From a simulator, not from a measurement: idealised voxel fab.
You're looking at the process module voxel self aligned vias.
FYI the section here is cut, 285 nm wide, cells are 5 nm squares.
When this document writes out a cross-section, it uses a grid of square cells and lists it as bands, beginning at the top and moving down, with a band standing for one or more rows of cells.
Band: top height; bottom height; in nm. Then, left to right: material with width in nm, for each material. "throughout": a single material spanning edge to edge. "blank": empty space.
Height reference: 0 = level under which incoming wafer is all one material. Lowest band: no bottom, runs on downward, e.g. "0 and below".
The two numbers in a width such as "30 to 40" mark its ends across the band: the first belongs to the top row of cells, the second to the bottom row, and from each row to the next the width moves by the same amount.
"everything unchanged" after a step means that no cell of the cross-section changed.
Listed in "Closed void inventory": every empty space of 8 or more cells without an open way to the top. Form: width x height at distance, the distance being from the left edge, all in nm.
That trailing text on a step's line, after the settings, is the simulator's own remark on the step.
The "overlay nm" setting may appear on a step's line; for a step that uses a mask, it gives how far to the right of its planned position the mask lay, and a negative value indicates the left.

Intended process steps:
| 1 | RECEIVE, material Si |
| 2 | CONFORMAL_DEP, material SiO2, thk nm 15 |
| 3 | CONFORMAL_DEP, material SiCN, thk nm 5 |
| 4 | DIRECTIONAL_DEP, material lowk, thk nm 25 |
| 5 | PATTERN, tone open, mask id LINES, material resist, width nm 30, pitch nm 70, thk nm 20, overlay nm 0 |
| 6 | DIRECTIONAL_ETCH, etch materials lowk, depth nm 25 |
| 7 | STRIP, etch materials resist |
| 8 | CONFORMAL_DEP, material TiN, thk nm 5 |
| 9 | FILL_DEP, material Ru, thk nm 10 |
| 10 | CMP, height nm 45 |
| 11 | SELECTIVE_ETCH, etch materials W Ru TiN, depth nm 5 |
| 12 | FILL_DEP, material SiN, thk nm 10 |
| 13 | CMP, height nm 45 |
| 14 | DIRECTIONAL_DEP, material lowk, thk nm 20 |
| 15 | PATTERN, tone open, mask id VIAS, material resist, width nm 40, pitch nm 70, thk nm 15, overlay nm 0 |
| 16 | DIRECTIONAL_ETCH, etch materials lowk, depth nm 20 |
| 17 | DIRECTIONAL_ETCH, etch materials SiN, depth nm 5 |
| 18 | STRIP, etch materials resist |
| 19 | CONFORMAL_DEP, material TiN, thk nm 5 |
| 20 | FILL_DEP, material Cu, thk nm 10 |
| 21 | CMP, height nm 65 |
| 22 | CONFORMAL_DEP, material SiN, thk nm 5 |

Delivered wafer in cross-section: state after step 1:
> 0 and below | Si throughout
> Closed void inventory: none

Here's the wafer cut in cross-section after the module, started and planned just like above, except one thing was done wrong in the run:
> 70 down to 65 | SiN throughout
> 65 down to 50 | lowk (85) | TiN (5) | Cu (30) | TiN (5) | lowk (30) | TiN (5) | Cu (30) | TiN (5) | lowk (90)
> 50 down to 45 | lowk (85) | TiN (5) | Cu (20) | TiN (15) | lowk (30) | TiN (5) | Cu (20) | TiN (15) | lowk (90)
> 45 down to 40 | lowk (85) | TiN (30) | lowk (40) | TiN (30) | lowk (100)
> 40 down to 25 | lowk (85) | TiN (5) | Ru (20) | TiN (5) | lowk (40) | TiN (5) | Ru (20) | TiN (5) | lowk (100)
> 25 down to 20 | lowk (85) | TiN (30) | lowk (40) | TiN (30) | lowk (100)
> 20 down to 15 | SiCN throughout
> 15 down to 0 | SiO2 throughout
> 0 and below | Si throughout
> Closed void inventory: none
Heads up, the wafer didn't run the way we planned it: step 5, actual vs plan mismatch, actual run PATTERN, tone open, mask id LINES, material resist, width nm 30, pitch nm 70, thk nm 20, overlay nm -5
